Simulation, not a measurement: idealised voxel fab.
process module | voxel transistor to metal
cross-section cut | 170 nm wide | cells 5 nm
A cross-section is a grid of square cells, given in bands from the top down. A band is one or more rows of cells.
Each band's line starts with the height of the band's top and of its bottom, in nm. Then come its materials from left to right, each with its width in nm. One material with "throughout" fills the band from edge to edge. "air" is empty space.
Height 0 is the level under which the wafer as received is all one material. The lowest band goes on downwards, as in "0 down".
A width such as "30 to 40" changes by the same amount from each row of cells to the next, from the band's top row to its bottom row.
"no change" after a step means that no cell of the cross-section changed.
closed voids: empty space of 8 cells or more with no open way to the top, each as width x height at its distance from the left edge, in nm
after a step's settings: what the simulator itself notes on the step
overlay nm, on a step with a mask: how far to the right of its planned place the mask lay; to the left if negative
plan
1 op RECEIVE | material Si
2 op CONFORMAL_DEP | material SiO2 | thk nm 5
3 op CONFORMAL_DEP | material SiN | thk nm 15
4 op PATTERN | tone cover | mask id ACTIVE | material resist | width nm 85 | thk nm 20 | overlay nm 0
5 op DIRECTIONAL_ETCH | etch materials SiN | depth nm 15
6 op DIRECTIONAL_ETCH | etch materials SiO2 | depth nm 5
7 op DIRECTIONAL_ETCH | etch materials Si | depth nm 25
8 op STRIP | etch materials resist
9 op OXIDIZE | depth nm 5
10 op FILL_DEP | material SiO2 | thk nm 5
11 op CMP | height nm 20
12 op SELECTIVE_ETCH | etch materials SiO2 | depth nm 5
13 op STRIP | etch materials SiN
14 op SELECTIVE_ETCH | etch materials SiO2 | depth nm 5
15 op OXIDIZE | depth nm 5
16 op DIRECTIONAL_DEP | material polySi | thk nm 25
17 op DIRECTIONAL_DEP | material SiCN | thk nm 15
18 op PATTERN | tone cover | mask id GATE | material resist | width nm 15 | thk nm 20 | overlay nm -15
19 op DIRECTIONAL_ETCH | etch materials SiCN | depth nm 25
20 op DIRECTIONAL_ETCH | etch materials polySi | depth nm 35
21 op STRIP | etch materials resist
22 op CONFORMAL_DEP | material SiN | thk nm 10
23 op DIRECTIONAL_ETCH | etch materials SiN | depth nm 10
24 op DIRECTIONAL_ETCH | etch materials SiO2 | depth nm 5
25 op DIRECTIONAL_ETCH | etch materials Si | depth nm 15
26 op EPI | material nSi | thk nm 15
27 op FILL_DEP | material SiO2 | thk nm 5
28 op CMP | height nm 40
29 op DIRECTIONAL_DEP | material SiO2 | thk nm 15
30 op MASKED_ETCH | tone open | mask id CONTACT | width nm 15 | pitch nm 60 | etch materials SiO2 | depth nm 60 | overlay nm 0
31 op CONFORMAL_DEP | material TiN | thk nm 5
32 op FILL_DEP | material Ru | thk nm 5
33 op CMP | height nm 55
34 op DIRECTIONAL_DEP | material TiN | thk nm 5
35 op DIRECTIONAL_DEP | material Ru | thk nm 15
36 op MASKED_ETCH | tone cover | mask id METAL_1 | width nm 15 | pitch nm 60 | etch materials Ru | depth nm 15 | overlay nm 0
37 op MASKED_ETCH | tone cover | mask id METAL_1 | width nm 15 | pitch nm 60 | etch materials TiN | depth nm 5 | overlay nm 0
38 op FILL_DEP | material lowk | thk nm 10
39 op CMP | height nm 75
40 op CONFORMAL_DEP | material SiCN | thk nm 5
41 op DIRECTIONAL_DEP | material SiO2 | thk nm 25
42 op PATTERN | tone open | mask id METAL_2 | material resist | width nm 15 | pitch nm 60 | thk nm 15 | overlay nm 0
43 op DIRECTIONAL_ETCH | etch materials SiO2 | depth nm 15
44 op STRIP | etch materials resist
45 op DIRECTIONAL_DEP | material aC | thk nm 15
46 op PATTERN | tone open | mask id METAL_2_HOLES | material resist | width nm 15 | pitch nm 60 | thk nm 35 | overlay nm 0
47 op DIRECTIONAL_ETCH | etch materials aC | depth nm 15
48 op STRIP | etch materials resist
49 op DIRECTIONAL_ETCH | etch materials SiO2 | depth nm 10
50 op DIRECTIONAL_ETCH | etch materials SiCN | depth nm 5
51 op STRIP | etch materials aC
52 op CONFORMAL_DEP | material TiN | thk nm 5
53 op FILL_DEP | material Ru | thk nm 5
54 op CMP | height nm 105
55 op CONFORMAL_DEP | material SiCN | thk nm 5
varied across the wafers: overlay nm of step 18. The plan shows the first wafer's value. All wafers start alike
first wafer as received, after step 1
  0 down: Si throughout
  closed voids: none
each wafer at the end: cells of each material gained (+) or lost (-) since it was received, then its closed voids
overlay nm -15 | +41 Ru | -153 Si | +71 SiCN | +40 SiN | +516 SiO2 | +70 TiN | +112 lowk | +36 nSi | +15 polySi | closed voids: none
overlay nm -10 | +41 Ru | -153 Si | +71 SiCN | +40 SiN | +507 SiO2 | +76 TiN | +112 lowk | +39 nSi | +15 polySi | closed voids: none
overlay nm -5 | +44 Ru | -153 Si | +71 SiCN | +40 SiN | +501 SiO2 | +76 TiN | +112 lowk | +42 nSi | +15 polySi | closed voids: none
overlay nm 0 | +44 Ru | -153 Si | +71 SiCN | +40 SiN | +501 SiO2 | +76 TiN | +112 lowk | +42 nSi | +15 polySi | closed voids: none
overlay nm 5 | +44 Ru | -153 Si | +71 SiCN | +40 SiN | +501 SiO2 | +76 TiN | +112 lowk | +42 nSi | +15 polySi | closed voids: none
overlay nm 10 | +41 Ru | -153 Si | +71 SiCN | +40 SiN | +507 SiO2 | +76 TiN | +112 lowk | +39 nSi | +15 polySi | closed voids: none
overlay nm 15 | +41 Ru | -153 Si | +71 SiCN | +40 SiN | +516 SiO2 | +70 TiN | +112 lowk | +36 nSi | +15 polySi | closed voids: none
